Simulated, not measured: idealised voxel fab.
Title: Process Module voxel double patterning
Cross-section cut: width 265 nm, square cells of 5 nm.
Notation: cross-section as square-cell grid; stated in bands, top first, going down; one or more cell rows per band. The entry gives the band's vertical extent as a top height and a bottom height in nm, then its horizontal make-up as materials from left to right, each with a width in nm. "blank" stands for empty space; a single material marked "edge to edge" fills the band edge to edge. Basically, 0 is our baseline, since under it the wafer straight out of the box is all one material. The bottom band has no lower end and keeps on going down, so it looks like "0..down". The width entry "30 to 40" should be interpreted row by row: the top row of cells in the band takes the first number, the bottom row takes the second number, and the change between adjacent rows is uniform throughout. The designation "nothing different", where it is given for a processing step, indicates that no cell of the cross-section was altered in the course of that step. Unvented voids: empty space of 8 cells or more with no open way to the top, each as width x height at its distance from the left edge, in nm. What comes after the settings on a step's line is commentary from the simulator itself on that step. Steps that use a mask can have "overlay nm" on their line. It says how far the mask sat to the right of where it was meant to be. Negative means to the left.
The steps planned for the process are as follows
| 1 | RECEIVE (material Si) |
| 2 | CONFORMAL_DEP (material SiO2; thk nm 5) |
| 3 | DIRECTIONAL_DEP (material TiN; thk nm 15) |
| 4 | DIRECTIONAL_DEP (material SiN; thk nm 5) |
| 5 | MASKED_ETCH (tone open; mask id FIRST; width nm 15; pitch nm 50; etch materials SiN; depth nm 5; overlay nm 0) |
| 6 | PATTERN (tone open; mask id SECOND; material resist; width nm 15; pitch nm 50; thk nm 15; overlay nm 0) |
| 7 | DIRECTIONAL_ETCH (etch materials SiN; depth nm 5) |
| 8 | STRIP (etch materials resist) |
| 9 | DIRECTIONAL_ETCH (etch materials TiN; depth nm 15) |
| 10 | STRIP (etch materials SiN) |
Cross-section of the wafer as it came to us, i.e., already through step 1
- 0..down | Si edge to edge
- Unvented voids: none
The module was run from the start shown above using the plan shown above, but one mistake was made doing it; the resulting wafer cross-section is below
- 20..15 | SiO2 edge to edge
- 15..0 | TiN edge to edge
- 0..down | Si edge to edge
- Unvented voids: none
Run error: steps 2 and 3 of the plan were run in the wrong order, each in the other's place
